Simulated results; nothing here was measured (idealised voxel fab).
Name of the process module below: voxel trench capacitor
The cross-section on display is named cut; it measures 185 nm wide, and its cells are 5 nm squares.
A cross-section in this document is a grid of square cells, and it is written down as bands, the top band listed before the ones below it; a band is made up of one or more rows of cells. Band entry format. Leading values: height of top, height of bottom, nm. Remainder: materials in left-to-right order, each with its width in nm. Special words: "everywhere" on a single material, which then fills the band edge to edge; "empty", empty space. Heights from 0 (as-received wafer is one material below). Bottom band endless downward, as "0 down". Note: "30->40" means the width goes from the first number (top row of the band) to the second number (bottom row) in equal steps per row of cells. Reading "no alterations made" for a step: not a cell of the cross-section changed in it. Look at "Internal closed voids" for the closed voids: empty spaces with no open path to the top, sized 8 cells or up. Each is width x height at distance, distance from the left edge, all nm. On each step's line, the part that comes after the settings is the simulator's own comment on the step. overlay nm: where the mask lay relative to plan, measured to the right, on steps with a mask; negatives go left. For the reader: what remains of this document is a series of pairs, each showing a cross-section before one process step and a cross-section after that step which reaches down only to the lowest band that changed, with the step between them and its settings set out under the pair. It should not be assumed that a pair continues from the pair above it; the pairs can come from different runs of this module on the same starting wafer, and such continuity exists only where the entry headed "Before step" says so.

-- Before step
> 0 down | Si everywhere
> Internal closed voids: none

-- Post-Process View
> 5 to 0 | SiN everywhere
> Lower than 0, everything is as it was.
> Internal closed voids: none
Intermediate step for the cross-sections above: CONFORMAL_DEP, material SiN, thk nm 5

Before step: see preceding pair, after cross-section.

-- Post-Process View
> 15 to 5 | aC everywhere
> Lower than 5, everything is as it was.
> Internal closed voids: none
Intermediate step for the cross-sections above: DIRECTIONAL_DEP, material aC, thk nm 10

Before step: see preceding pair, after cross-section.

-- Post-Process View
> 40 to 15 | 15 nm resist, then 20 nm empty, then 25 nm resist, then 20 nm empty, then 25 nm resist, then 20 nm empty, then 25 nm resist, then 20 nm empty, then 15 nm resist
> Lower than 15, everything is as it was.
> Internal closed voids: none
Intermediate step for the cross-sections above: PATTERN, tone open, mask id TRENCH, material resist, width nm 20, pitch nm 45, thk nm 25, overlay nm 0

Before step: see preceding pair, after cross-section.

-- Post-Process View
> 30 to 15 | 15 nm resist, then 20 nm empty, then 25 nm resist, then 20 nm empty, then 25 nm resist, then 20 nm empty, then 25 nm resist, then 20 nm empty, then 15 nm resist
> 15 to 5 | 15 nm aC, then 20 nm empty, then 25 nm aC, then 20 nm empty, then 25 nm aC, then 20 nm empty, then 25 nm aC, then 20 nm empty, then 15 nm aC
> Lower than 5, everything is as it was.
> Internal closed voids: none
Intermediate step for the cross-sections above: DIRECTIONAL_ETCH, etch materials aC, depth nm 10

Before step: see preceding pair, after cross-section.

-- Post-Process View
> 15 to 5 | 15 nm aC, then 20 nm empty, then 25 nm aC, then 20 nm empty, then 25 nm aC, then 20 nm empty, then 25 nm aC, then 20 nm empty, then 15 nm aC
> Lower than 5, everything is as it was.
> Internal closed voids: none
Intermediate step for the cross-sections above: STRIP, etch materials resist

Before step: see preceding pair, after cross-section.

-- Post-Process View
> 15 to 5 | 15 nm aC, then 20 nm empty, then 25 nm aC, then 20 nm empty, then 25 nm aC, then 20 nm empty, then 25 nm aC, then 20 nm empty, then 15 nm aC
> 5 to 0 | 15 nm SiN, then 20 nm empty, then 25 nm SiN, then 20 nm empty, then 25 nm SiN, then 20 nm empty, then 25 nm SiN, then 20 nm empty, then 15 nm SiN
> Lower than 0, everything is as it was.
> Internal closed voids: none
Intermediate step for the cross-sections above: DIRECTIONAL_ETCH, etch materials SiN, depth nm 5

Before step: see preceding pair, after cross-section.

-- Post-Process View
> 15 to 5 | 15 nm aC, then 20 nm empty, then 25 nm aC, then 20 nm empty, then 25 nm aC, then 20 nm empty, then 25 nm aC, then 20 nm empty, then 15 nm aC
> 5 to 0 | 15 nm SiN, then 20 nm empty, then 25 nm SiN, then 20 nm empty, then 25 nm SiN, then 20 nm empty, then 25 nm SiN, then 20 nm empty, then 15 nm SiN
> 0 to -40 | 15 nm Si, then 20 nm empty, then 25 nm Si, then 20 nm empty, then 25 nm Si, then 20 nm empty, then 25 nm Si, then 20 nm empty, then 15 nm Si
> Lower than -40, everything is as it was.
> Internal closed voids: none
Intermediate step for the cross-sections above: DIRECTIONAL_ETCH, etch materials Si, depth nm 40

Before step: see preceding pair, after cross-section.

-- Post-Process View
> 5 to 0 | 15 nm SiN, then 20 nm empty, then 25 nm SiN, then 20 nm empty, then 25 nm SiN, then 20 nm empty, then 25 nm SiN, then 20 nm empty, then 15 nm SiN
> Lower than 0, everything is as it was.
> Internal closed voids: none
Intermediate step for the cross-sections above: STRIP, etch materials aC

Before step: see preceding pair, after cross-section.

-- Post-Process View
> 10 to 5 | 20 nm Al2O3, then 10 nm empty, then 35 nm Al2O3, then 10 nm empty, then 35 nm Al2O3, then 10 nm empty, then 35 nm Al2O3, then 10 nm empty, then 20 nm Al2O3
> 5 to 0 | 15 nm SiN, then 5 nm Al2O3, then 10 nm empty, then 5 nm Al2O3, then 25 nm SiN, then 5 nm Al2O3, then 10 nm empty, then 5 nm Al2O3, then 25 nm SiN, then 5 nm Al2O3, then 10 nm empty, then 5 nm Al2O3, then 25 nm SiN, then 5 nm Al2O3, then 10 nm empty, then 5 nm Al2O3, then 15 nm SiN
> 0 to -35 | 15 nm Si, then 5 nm Al2O3, then 10 nm empty, then 5 nm Al2O3, then 25 nm Si, then 5 nm Al2O3, then 10 nm empty, then 5 nm Al2O3, then 25 nm Si, then 5 nm Al2O3, then 10 nm empty, then 5 nm Al2O3, then 25 nm Si, then 5 nm Al2O3, then 10 nm empty, then 5 nm Al2O3, then 15 nm Si
> -35 to -40 | 15 nm Si, then 20 nm Al2O3, then 25 nm Si, then 20 nm Al2O3, then 25 nm Si, then 20 nm Al2O3, then 25 nm Si, then 20 nm Al2O3, then 15 nm Si
> Lower than -40, everything is as it was.
> Internal closed voids: none
Intermediate step for the cross-sections above: CONFORMAL_DEP, material Al2O3, thk nm 5

Before step: see preceding pair, after cross-section.

-- Post-Process View
> 20 to 10 | polySi everywhere
> 10 to 5 | 20 nm Al2O3, then 10 nm polySi, then 35 nm Al2O3, then 10 nm polySi, then 35 nm Al2O3, then 10 nm polySi, then 35 nm Al2O3, then 10 nm polySi, then 20 nm Al2O3
> 5 to 0 | 15 nm SiN, then 5 nm Al2O3, then 10 nm polySi, then 5 nm Al2O3, then 25 nm SiN, then 5 nm Al2O3, then 10 nm polySi, then 5 nm Al2O3, then 25 nm SiN, then 5 nm Al2O3, then 10 nm polySi, then 5 nm Al2O3, then 25 nm SiN, then 5 nm Al2O3, then 10 nm polySi, then 5 nm Al2O3, then 15 nm SiN
> 0 to -35 | 15 nm Si, then 5 nm Al2O3, then 10 nm polySi, then 5 nm Al2O3, then 25 nm Si, then 5 nm Al2O3, then 10 nm polySi, then 5 nm Al2O3, then 25 nm Si, then 5 nm Al2O3, then 10 nm polySi, then 5 nm Al2O3, then 25 nm Si, then 5 nm Al2O3, then 10 nm polySi, then 5 nm Al2O3, then 15 nm Si
> Lower than -35, everything is as it was.
> Internal closed voids: none
Intermediate step for the cross-sections above: FILL_DEP, material polySi, thk nm 10

Before step: see preceding pair, after cross-section.

-- Post-Process View
> 5 to 0 | 15 nm SiN, then 5 nm Al2O3, then 10 nm polySi, then 5 nm Al2O3, then 25 nm SiN, then 5 nm Al2O3, then 10 nm polySi, then 5 nm Al2O3, then 25 nm SiN, then 5 nm Al2O3, then 10 nm polySi, then 5 nm Al2O3, then 25 nm SiN, then 5 nm Al2O3, then 10 nm polySi, then 5 nm Al2O3, then 15 nm SiN
> Lower than 0, everything is as it was.
> Internal closed voids: none
Intermediate step for the cross-sections above: CMP, height nm 5

-- Before step
> 15 to 5 | 15 nm aC, then 20 nm empty, then 25 nm aC, then 20 nm empty, then 25 nm aC, then 20 nm empty, then 25 nm aC, then 20 nm empty, then 15 nm aC
> 5 to 0 | 15 nm SiN, then 20 nm empty, then 25 nm SiN, then 20 nm empty, then 25 nm SiN, then 20 nm empty, then 25 nm SiN, then 20 nm empty, then 15 nm SiN
> 0 to -40 | 15 nm Si, then 20 nm empty, then 25 nm Si, then 20 nm empty, then 25 nm Si, then 20 nm empty, then 25 nm Si, then 20 nm empty, then 15 nm Si
> -40 down | Si everywhere
> Internal closed voids: none

-- Post-Process View
> 15 to 5 | 15 nm aC, then 20 nm empty, then 25 nm aC, then 20 nm empty, then 25 nm aC, then 20 nm empty, then 25 nm aC, then 20 nm empty, then 15 nm aC
> 5 to 0 | 15 nm SiN, then 20 nm empty, then 25 nm SiN, then 20 nm empty, then 25 nm SiN, then 20 nm empty, then 25 nm SiN, then 20 nm empty, then 15 nm SiN
> 0 to -80 | 15 nm Si, then 20 nm empty, then 25 nm Si, then 20 nm empty, then 25 nm Si, then 20 nm empty, then 25 nm Si, then 20 nm empty, then 15 nm Si
> Lower than -80, everything is as it was.
> Internal closed voids: none
Intermediate step for the cross-sections above: DIRECTIONAL_ETCH, etch materials Si, depth nm 40

Before step: see preceding pair, after cross-section.

-- Post-Process View
> 5 to 0 | 15 nm SiN, then 20 nm empty, then 25 nm SiN, then 20 nm empty, then 25 nm SiN, then 20 nm empty, then 25 nm SiN, then 20 nm empty, then 15 nm SiN
> Lower than 0, everything is as it was.
> Internal closed voids: none
Intermediate step for the cross-sections above: STRIP, etch materials aC

Before step: see preceding pair, after cross-section.

-- Post-Process View
> 10 to 5 | 20 nm Al2O3, then 10 nm empty, then 35 nm Al2O3, then 10 nm empty, then 35 nm Al2O3, then 10 nm empty, then 35 nm Al2O3, then 10 nm empty, then 20 nm Al2O3
> 5 to 0 | 15 nm SiN, then 5 nm Al2O3, then 10 nm empty, then 5 nm Al2O3, then 25 nm SiN, then 5 nm Al2O3, then 10 nm empty, then 5 nm Al2O3, then 25 nm SiN, then 5 nm Al2O3, then 10 nm empty, then 5 nm Al2O3, then 25 nm SiN, then 5 nm Al2O3, then 10 nm empty, then 5 nm Al2O3, then 15 nm SiN
> 0 to -75 | 15 nm Si, then 5 nm Al2O3, then 10 nm empty, then 5 nm Al2O3, then 25 nm Si, then 5 nm Al2O3, then 10 nm empty, then 5 nm Al2O3, then 25 nm Si, then 5 nm Al2O3, then 10 nm empty, then 5 nm Al2O3, then 25 nm Si, then 5 nm Al2O3, then 10 nm empty, then 5 nm Al2O3, then 15 nm Si
> -75 to -80 | 15 nm Si, then 20 nm Al2O3, then 25 nm Si, then 20 nm Al2O3, then 25 nm Si, then 20 nm Al2O3, then 25 nm Si, then 20 nm Al2O3, then 15 nm Si
> Lower than -80, everything is as it was.
> Internal closed voids: none
Intermediate step for the cross-sections above: CONFORMAL_DEP, material Al2O3, thk nm 5

Before step: see preceding pair, after cross-section.

-- Post-Process View
> 20 to 10 | polySi everywhere
> 10 to 5 | 20 nm Al2O3, then 10 nm polySi, then 35 nm Al2O3, then 10 nm polySi, then 35 nm Al2O3, then 10 nm polySi, then 35 nm Al2O3, then 10 nm polySi, then 20 nm Al2O3
> 5 to 0 | 15 nm SiN, then 5 nm Al2O3, then 10 nm polySi, then 5 nm Al2O3, then 25 nm SiN, then 5 nm Al2O3, then 10 nm polySi, then 5 nm Al2O3, then 25 nm SiN, then 5 nm Al2O3, then 10 nm polySi, then 5 nm Al2O3, then 25 nm SiN, then 5 nm Al2O3, then 10 nm polySi, then 5 nm Al2O3, then 15 nm SiN
> 0 to -75 | 15 nm Si, then 5 nm Al2O3, then 10 nm polySi, then 5 nm Al2O3, then 25 nm Si, then 5 nm Al2O3, then 10 nm polySi, then 5 nm Al2O3, then 25 nm Si, then 5 nm Al2O3, then 10 nm polySi, then 5 nm Al2O3, then 25 nm Si, then 5 nm Al2O3, then 10 nm polySi, then 5 nm Al2O3, then 15 nm Si
> Lower than -75, everything is as it was.
> Internal closed voids: none
Intermediate step for the cross-sections above: FILL_DEP, material polySi, thk nm 10

Before step: see preceding pair, after cross-section.

-- Post-Process View
> 5 to 0 | 15 nm SiN, then 5 nm Al2O3, then 10 nm polySi, then 5 nm Al2O3, then 25 nm SiN, then 5 nm Al2O3, then 10 nm polySi, then 5 nm Al2O3, then 25 nm SiN, then 5 nm Al2O3, then 10 nm polySi, then 5 nm Al2O3, then 25 nm SiN, then 5 nm Al2O3, then 10 nm polySi, then 5 nm Al2O3, then 15 nm SiN
> Lower than 0, everything is as it was.
> Internal closed voids: none
Intermediate step for the cross-sections above: CMP, height nm 5

-- Before step
> 15 to 5 | 15 nm aC, then 20 nm empty, then 25 nm aC, then 20 nm empty, then 25 nm aC, then 20 nm empty, then 25 nm aC, then 20 nm empty, then 15 nm aC
> 5 to 0 | 15 nm SiN, then 20 nm empty, then 25 nm SiN, then 20 nm empty, then 25 nm SiN, then 20 nm empty, then 25 nm SiN, then 20 nm empty, then 15 nm SiN
> 0 to -40 | 15 nm Si, then 20 nm empty, then 25 nm Si, then 20 nm empty, then 25 nm Si, then 20 nm empty, then 25 nm Si, then 20 nm empty, then 15 nm Si
> -40 down | Si everywhere
> Internal closed voids: none

-- Post-Process View
> 20 to 15 | 20 nm Al2O3, then 10 nm empty, then 35 nm Al2O3, then 10 nm empty, then 35 nm Al2O3, then 10 nm empty, then 35 nm Al2O3, then 10 nm empty, then 20 nm Al2O3
> 15 to 5 | 15 nm aC, then 5 nm Al2O3, then 10 nm empty, then 5 nm Al2O3, then 25 nm aC, then 5 nm Al2O3, then 10 nm empty, then 5 nm Al2O3, then 25 nm aC, then 5 nm Al2O3, then 10 nm empty, then 5 nm Al2O3, then 25 nm aC, then 5 nm Al2O3, then 10 nm empty, then 5 nm Al2O3, then 15 nm aC
> 5 to 0 | 15 nm SiN, then 5 nm Al2O3, then 10 nm empty, then 5 nm Al2O3, then 25 nm SiN, then 5 nm Al2O3, then 10 nm empty, then 5 nm Al2O3, then 25 nm SiN, then 5 nm Al2O3, then 10 nm empty, then 5 nm Al2O3, then 25 nm SiN, then 5 nm Al2O3, then 10 nm empty, then 5 nm Al2O3, then 15 nm SiN
> 0 to -35 | 15 nm Si, then 5 nm Al2O3, then 10 nm empty, then 5 nm Al2O3, then 25 nm Si, then 5 nm Al2O3, then 10 nm empty, then 5 nm Al2O3, then 25 nm Si, then 5 nm Al2O3, then 10 nm empty, then 5 nm Al2O3, then 25 nm Si, then 5 nm Al2O3, then 10 nm empty, then 5 nm Al2O3, then 15 nm Si
> -35 to -40 | 15 nm Si, then 20 nm Al2O3, then 25 nm Si, then 20 nm Al2O3, then 25 nm Si, then 20 nm Al2O3, then 25 nm Si, then 20 nm Al2O3, then 15 nm Si
> Lower than -40, everything is as it was.
> Internal closed voids: none
Intermediate step for the cross-sections above: CONFORMAL_DEP, material Al2O3, thk nm 5

Before step: see preceding pair, after cross-section.

-- Post-Process View
> 30 to 20 | polySi everywhere
> 20 to 15 | 20 nm Al2O3, then 10 nm polySi, then 35 nm Al2O3, then 10 nm polySi, then 35 nm Al2O3, then 10 nm polySi, then 35 nm Al2O3, then 10 nm polySi, then 20 nm Al2O3
> 15 to 5 | 15 nm aC, then 5 nm Al2O3, then 10 nm polySi, then 5 nm Al2O3, then 25 nm aC, then 5 nm Al2O3, then 10 nm polySi, then 5 nm Al2O3, then 25 nm aC, then 5 nm Al2O3, then 10 nm polySi, then 5 nm Al2O3, then 25 nm aC, then 5 nm Al2O3, then 10 nm polySi, then 5 nm Al2O3, then 15 nm aC
> 5 to 0 | 15 nm SiN, then 5 nm Al2O3, then 10 nm polySi, then 5 nm Al2O3, then 25 nm SiN, then 5 nm Al2O3, then 10 nm polySi, then 5 nm Al2O3, then 25 nm SiN, then 5 nm Al2O3, then 10 nm polySi, then 5 nm Al2O3, then 25 nm SiN, then 5 nm Al2O3, then 10 nm polySi, then 5 nm Al2O3, then 15 nm SiN
> 0 to -35 | 15 nm Si, then 5 nm Al2O3, then 10 nm polySi, then 5 nm Al2O3, then 25 nm Si, then 5 nm Al2O3, then 10 nm polySi, then 5 nm Al2O3, then 25 nm Si, then 5 nm Al2O3, then 10 nm polySi, then 5 nm Al2O3, then 25 nm Si, then 5 nm Al2O3, then 10 nm polySi, then 5 nm Al2O3, then 15 nm Si
> Lower than -35, everything is as it was.
> Internal closed voids: none
Intermediate step for the cross-sections above: FILL_DEP, material polySi, thk nm 10

Before step: see preceding pair, after cross-section.

-- Post-Process View
> 5 to 0 | 15 nm SiN, then 5 nm Al2O3, then 10 nm polySi, then 5 nm Al2O3, then 25 nm SiN, then 5 nm Al2O3, then 10 nm polySi, then 5 nm Al2O3, then 25 nm SiN, then 5 nm Al2O3, then 10 nm polySi, then 5 nm Al2O3, then 25 nm SiN, then 5 nm Al2O3, then 10 nm polySi, then 5 nm Al2O3, then 15 nm SiN
> Lower than 0, everything is as it was.
> Internal closed voids: none
Intermediate step for the cross-sections above: CMP, height nm 5

-- Before step
> 15 to 5 | 15 nm aC, then 20 nm empty, then 25 nm aC, then 20 nm empty, then 25 nm aC, then 20 nm empty, then 25 nm aC, then 20 nm empty, then 15 nm aC
> 5 to 0 | 15 nm SiN, then 20 nm empty, then 25 nm SiN, then 20 nm empty, then 25 nm SiN, then 20 nm empty, then 25 nm SiN, then 20 nm empty, then 15 nm SiN
> 0 down | Si everywhere
> Internal closed voids: none

-- Post-Process View
> 15 to 5 | 15 nm aC, then 20 nm empty, then 25 nm aC, then 20 nm empty, then 25 nm aC, then 20 nm empty, then 25 nm aC, then 20 nm empty, then 15 nm aC
> 5 to 0 | 15 nm SiN, then 20 nm empty, then 25 nm SiN, then 20 nm empty, then 25 nm SiN, then 20 nm empty, then 25 nm SiN, then 20 nm empty, then 15 nm SiN
> 0 to -50 | 15 nm Si, then 20 nm empty, then 25 nm Si, then 20 nm empty, then 25 nm Si, then 20 nm empty, then 25 nm Si, then 20 nm empty, then 15 nm Si
> Lower than -50, everything is as it was.
> Internal closed voids: none
Intermediate step for the cross-sections above: DIRECTIONAL_ETCH, etch materials Si, depth nm 50

Before step: see preceding pair, after cross-section.

-- Post-Process View
> 5 to 0 | 15 nm SiN, then 20 nm empty, then 25 nm SiN, then 20 nm empty, then 25 nm SiN, then 20 nm empty, then 25 nm SiN, then 20 nm empty, then 15 nm SiN
> Lower than 0, everything is as it was.
> Internal closed voids: none
Intermediate step for the cross-sections above: STRIP, etch materials aC

Before step: see preceding pair, after cross-section.

-- Post-Process View
> 10 to 5 | 20 nm Al2O3, then 10 nm empty, then 35 nm Al2O3, then 10 nm empty, then 35 nm Al2O3, then 10 nm empty, then 35 nm Al2O3, then 10 nm empty, then 20 nm Al2O3
> 5 to 0 | 15 nm SiN, then 5 nm Al2O3, then 10 nm empty, then 5 nm Al2O3, then 25 nm SiN, then 5 nm Al2O3, then 10 nm empty, then 5 nm Al2O3, then 25 nm SiN, then 5 nm Al2O3, then 10 nm empty, then 5 nm Al2O3, then 25 nm SiN, then 5 nm Al2O3, then 10 nm empty, then 5 nm Al2O3, then 15 nm SiN
> 0 to -45 | 15 nm Si, then 5 nm Al2O3, then 10 nm empty, then 5 nm Al2O3, then 25 nm Si, then 5 nm Al2O3, then 10 nm empty, then 5 nm Al2O3, then 25 nm Si, then 5 nm Al2O3, then 10 nm empty, then 5 nm Al2O3, then 25 nm Si, then 5 nm Al2O3, then 10 nm empty, then 5 nm Al2O3, then 15 nm Si
> -45 to -50 | 15 nm Si, then 20 nm Al2O3, then 25 nm Si, then 20 nm Al2O3, then 25 nm Si, then 20 nm Al2O3, then 25 nm Si, then 20 nm Al2O3, then 15 nm Si
> Lower than -50, everything is as it was.
> Internal closed voids: none
Intermediate step for the cross-sections above: CONFORMAL_DEP, material Al2O3, thk nm 5

Before step: see preceding pair, after cross-section.

-- Post-Process View
> 20 to 10 | polySi everywhere
> 10 to 5 | 20 nm Al2O3, then 10 nm polySi, then 35 nm Al2O3, then 10 nm polySi, then 35 nm Al2O3, then 10 nm polySi, then 35 nm Al2O3, then 10 nm polySi, then 20 nm Al2O3
> 5 to 0 | 15 nm SiN, then 5 nm Al2O3, then 10 nm polySi, then 5 nm Al2O3, then 25 nm SiN, then 5 nm Al2O3, then 10 nm polySi, then 5 nm Al2O3, then 25 nm SiN, then 5 nm Al2O3, then 10 nm polySi, then 5 nm Al2O3, then 25 nm SiN, then 5 nm Al2O3, then 10 nm polySi, then 5 nm Al2O3, then 15 nm SiN
> 0 to -45 | 15 nm Si, then 5 nm Al2O3, then 10 nm polySi, then 5 nm Al2O3, then 25 nm Si, then 5 nm Al2O3, then 10 nm polySi, then 5 nm Al2O3, then 25 nm Si, then 5 nm Al2O3, then 10 nm polySi, then 5 nm Al2O3, then 25 nm Si, then 5 nm Al2O3, then 10 nm polySi, then 5 nm Al2O3, then 15 nm Si
> Lower than -45, everything is as it was.
> Internal closed voids: none
Intermediate step for the cross-sections above: FILL_DEP, material polySi, thk nm 10

Before step: see preceding pair, after cross-section.

-- Post-Process View
> 5 to 0 | 15 nm SiN, then 5 nm Al2O3, then 10 nm polySi, then 5 nm Al2O3, then 25 nm SiN, then 5 nm Al2O3, then 10 nm polySi, then 5 nm Al2O3, then 25 nm SiN, then 5 nm Al2O3, then 10 nm polySi, then 5 nm Al2O3, then 25 nm SiN, then 5 nm Al2O3, then 10 nm polySi, then 5 nm Al2O3, then 15 nm SiN
> Lower than 0, everything is as it was.
> Internal closed voids: none
Intermediate step for the cross-sections above: CMP, height nm 5

-- Before step
> 15 to 5 | aC everywhere
> 5 to 0 | SiN everywhere
> 0 down | Si everywhere
> Internal closed voids: none

-- Post-Process View
> 40 to 15 | 20 nm resist, then 15 nm empty, then 30 nm resist, then 15 nm empty, then 30 nm resist, then 15 nm empty, then 30 nm resist, then 15 nm empty, then 15 nm resist
> Lower than 15, everything is as it was.
> Internal closed voids: none
Intermediate step for the cross-sections above: PATTERN, tone open, mask id TRENCH, material resist, width nm 15, pitch nm 45, thk nm 25, overlay nm 0

Before step: see preceding pair, after cross-section.

-- Post-Process View
> 30 to 15 | 20 nm resist, then 15 nm empty, then 30 nm resist, then 15 nm empty, then 30 nm resist, then 15 nm empty, then 30 nm resist, then 15 nm empty, then 15 nm resist
> 15 to 5 | 20 nm aC, then 15 nm empty, then 30 nm aC, then 15 nm empty, then 30 nm aC, then 15 nm empty, then 30 nm aC, then 15 nm empty, then 15 nm aC
> Lower than 5, everything is as it was.
> Internal closed voids: none
Intermediate step for the cross-sections above: DIRECTIONAL_ETCH, etch materials aC, depth nm 10

Before step: see preceding pair, after cross-section.

-- Post-Process View
> 15 to 5 | 20 nm aC, then 15 nm empty, then 30 nm aC, then 15 nm empty, then 30 nm aC, then 15 nm empty, then 30 nm aC, then 15 nm empty, then 15 nm aC
> Lower than 5, everything is as it was.
> Internal closed voids: none
Intermediate step for the cross-sections above: STRIP, etch materials resist

Before step: see preceding pair, after cross-section.

-- Post-Process View
> 15 to 5 | 20 nm aC, then 15 nm empty, then 30 nm aC, then 15 nm empty, then 30 nm aC, then 15 nm empty, then 30 nm aC, then 15 nm empty, then 15 nm aC
> 5 to 0 | 20 nm SiN, then 15 nm empty, then 30 nm SiN, then 15 nm empty, then 30 nm SiN, then 15 nm empty, then 30 nm SiN, then 15 nm empty, then 15 nm SiN
> Lower than 0, everything is as it was.
> Internal closed voids: none
Intermediate step for the cross-sections above: DIRECTIONAL_ETCH, etch materials SiN, depth nm 5

Before step: see preceding pair, after cross-section.

-- Post-Process View
> 15 to 5 | 20 nm aC, then 15 nm empty, then 30 nm aC, then 15 nm empty, then 30 nm aC, then 15 nm empty, then 30 nm aC, then 15 nm empty, then 15 nm aC
> 5 to 0 | 20 nm SiN, then 15 nm empty, then 30 nm SiN, then 15 nm empty, then 30 nm SiN, then 15 nm empty, then 30 nm SiN, then 15 nm empty, then 15 nm SiN
> 0 to -40 | 20 nm Si, then 15 nm empty, then 30 nm Si, then 15 nm empty, then 30 nm Si, then 15 nm empty, then 30 nm Si, then 15 nm empty, then 15 nm Si
> Lower than -40, everything is as it was.
> Internal closed voids: none
Intermediate step for the cross-sections above: DIRECTIONAL_ETCH, etch materials Si, depth nm 40

Before step: see preceding pair, after cross-section.

-- Post-Process View
> 5 to 0 | 20 nm SiN, then 15 nm empty, then 30 nm SiN, then 15 nm empty, then 30 nm SiN, then 15 nm empty, then 30 nm SiN, then 15 nm empty, then 15 nm SiN
> Lower than 0, everything is as it was.
> Internal closed voids: none
Intermediate step for the cross-sections above: STRIP, etch materials aC

Before step: see preceding pair, after cross-section.

-- Post-Process View
> 10 to 5 | 25 nm Al2O3, then 5 nm empty, then 40 nm Al2O3, then 5 nm empty, then 40 nm Al2O3, then 5 nm empty, then 40 nm Al2O3, then 5 nm empty, then 20 nm Al2O3
> 5 to 0 | 20 nm SiN, then 5 nm Al2O3, then 5 nm empty, then 5 nm Al2O3, then 30 nm SiN, then 5 nm Al2O3, then 5 nm empty, then 5 nm Al2O3, then 30 nm SiN, then 5 nm Al2O3, then 5 nm empty, then 5 nm Al2O3, then 30 nm SiN, then 5 nm Al2O3, then 5 nm empty, then 5 nm Al2O3, then 15 nm SiN
> 0 to -35 | 20 nm Si, then 5 nm Al2O3, then 5 nm empty, then 5 nm Al2O3, then 30 nm Si, then 5 nm Al2O3, then 5 nm empty, then 5 nm Al2O3, then 30 nm Si, then 5 nm Al2O3, then 5 nm empty, then 5 nm Al2O3, then 30 nm Si, then 5 nm Al2O3, then 5 nm empty, then 5 nm Al2O3, then 15 nm Si
> -35 to -40 | 20 nm Si, then 15 nm Al2O3, then 30 nm Si, then 15 nm Al2O3, then 30 nm Si, then 15 nm Al2O3, then 30 nm Si, then 15 nm Al2O3, then 15 nm Si
> Lower than -40, everything is as it was.
> Internal closed voids: none
Intermediate step for the cross-sections above: CONFORMAL_DEP, material Al2O3, thk nm 5

Before step: see preceding pair, after cross-section.

-- Post-Process View
> 20 to 10 | polySi everywhere
> 10 to 5 | 25 nm Al2O3, then 5 nm polySi, then 40 nm Al2O3, then 5 nm polySi, then 40 nm Al2O3, then 5 nm polySi, then 40 nm Al2O3, then 5 nm polySi, then 20 nm Al2O3
> 5 to 0 | 20 nm SiN, then 5 nm Al2O3, then 5 nm polySi, then 5 nm Al2O3, then 30 nm SiN, then 5 nm Al2O3, then 5 nm polySi, then 5 nm Al2O3, then 30 nm SiN, then 5 nm Al2O3, then 5 nm polySi, then 5 nm Al2O3, then 30 nm SiN, then 5 nm Al2O3, then 5 nm polySi, then 5 nm Al2O3, then 15 nm SiN
> 0 to -35 | 20 nm Si, then 5 nm Al2O3, then 5 nm polySi, then 5 nm Al2O3, then 30 nm Si, then 5 nm Al2O3, then 5 nm polySi, then 5 nm Al2O3, then 30 nm Si, then 5 nm Al2O3, then 5 nm polySi, then 5 nm Al2O3, then 30 nm Si, then 5 nm Al2O3, then 5 nm polySi, then 5 nm Al2O3, then 15 nm Si
> Lower than -35, everything is as it was.
> Internal closed voids: none
Intermediate step for the cross-sections above: FILL_DEP, material polySi, thk nm 10

Before step: see preceding pair, after cross-section.

-- Post-Process View
> 5 to 0 | 20 nm SiN, then 5 nm Al2O3, then 5 nm polySi, then 5 nm Al2O3, then 30 nm SiN, then 5 nm Al2O3, then 5 nm polySi, then 5 nm Al2O3, then 30 nm SiN, then 5 nm Al2O3, then 5 nm polySi, then 5 nm Al2O3, then 30 nm SiN, then 5 nm Al2O3, then 5 nm polySi, then 5 nm Al2O3, then 15 nm SiN
> Lower than 0, everything is as it was.
> Internal closed voids: none
Intermediate step for the cross-sections above: CMP, height nm 5

-- Before step
> 0 down | Si everywhere
> Internal closed voids: none

-- Post-Process View
> 5 to 0 | polySi everywhere
> Lower than 0, everything is as it was.
> Internal closed voids: none
Intermediate step for the cross-sections above: CONFORMAL_DEP, material polySi, thk nm 5

Before step: see preceding pair, after cross-section.

-- Post-Process View
> 15 to 5 | aC everywhere
> Lower than 5, everything is as it was.
> Internal closed voids: none
Intermediate step for the cross-sections above: DIRECTIONAL_DEP, material aC, thk nm 10

Before step: see preceding pair, after cross-section.

-- Post-Process View
> 40 to 15 | 15 nm resist, then 20 nm empty, then 25 nm resist, then 20 nm empty, then 25 nm resist, then 20 nm empty, then 25 nm resist, then 20 nm empty, then 15 nm resist
> Lower than 15, everything is as it was.
> Internal closed voids: none
Intermediate step for the cross-sections above: PATTERN, tone open, mask id TRENCH, material resist, width nm 20, pitch nm 45, thk nm 25, overlay nm 0

Before step: see preceding pair, after cross-section.

-- Post-Process View
> 30 to 15 | 15 nm resist, then 20 nm empty, then 25 nm resist, then 20 nm empty, then 25 nm resist, then 20 nm empty, then 25 nm resist, then 20 nm empty, then 15 nm resist
> 15 to 5 | 15 nm aC, then 20 nm empty, then 25 nm aC, then 20 nm empty, then 25 nm aC, then 20 nm empty, then 25 nm aC, then 20 nm empty, then 15 nm aC
> Lower than 5, everything is as it was.
> Internal closed voids: none
Intermediate step for the cross-sections above: DIRECTIONAL_ETCH, etch materials aC, depth nm 10

Before step: see preceding pair, after cross-section.

-- Post-Process View
> 15 to 5 | 15 nm aC, then 20 nm empty, then 25 nm aC, then 20 nm empty, then 25 nm aC, then 20 nm empty, then 25 nm aC, then 20 nm empty, then 15 nm aC
> Lower than 5, everything is as it was.
> Internal closed voids: none
Intermediate step for the cross-sections above: STRIP, etch materials resist

Before step: see preceding pair, after cross-section.

-- Post-Process View
> 15 to 5 | 15 nm aC, then 20 nm empty, then 25 nm aC, then 20 nm empty, then 25 nm aC, then 20 nm empty, then 25 nm aC, then 20 nm empty, then 15 nm aC
> 5 to 0 | 15 nm polySi, then 20 nm empty, then 25 nm polySi, then 20 nm empty, then 25 nm polySi, then 20 nm empty, then 25 nm polySi, then 20 nm empty, then 15 nm polySi
> 0 to -35 | 15 nm Si, then 20 nm empty, then 25 nm Si, then 20 nm empty, then 25 nm Si, then 20 nm empty, then 25 nm Si, then 20 nm empty, then 15 nm Si
> Lower than -35, everything is as it was.
> Internal closed voids: none
Intermediate step for the cross-sections above: DIRECTIONAL_ETCH, etch materials Si, depth nm 40

Before step: see preceding pair, after cross-section.

-- Post-Process View
> 5 to 0 | 15 nm polySi, then 20 nm empty, then 25 nm polySi, then 20 nm empty, then 25 nm polySi, then 20 nm empty, then 25 nm polySi, then 20 nm empty, then 15 nm polySi
> Lower than 0, everything is as it was.
> Internal closed voids: none
Intermediate step for the cross-sections above: STRIP, etch materials aC
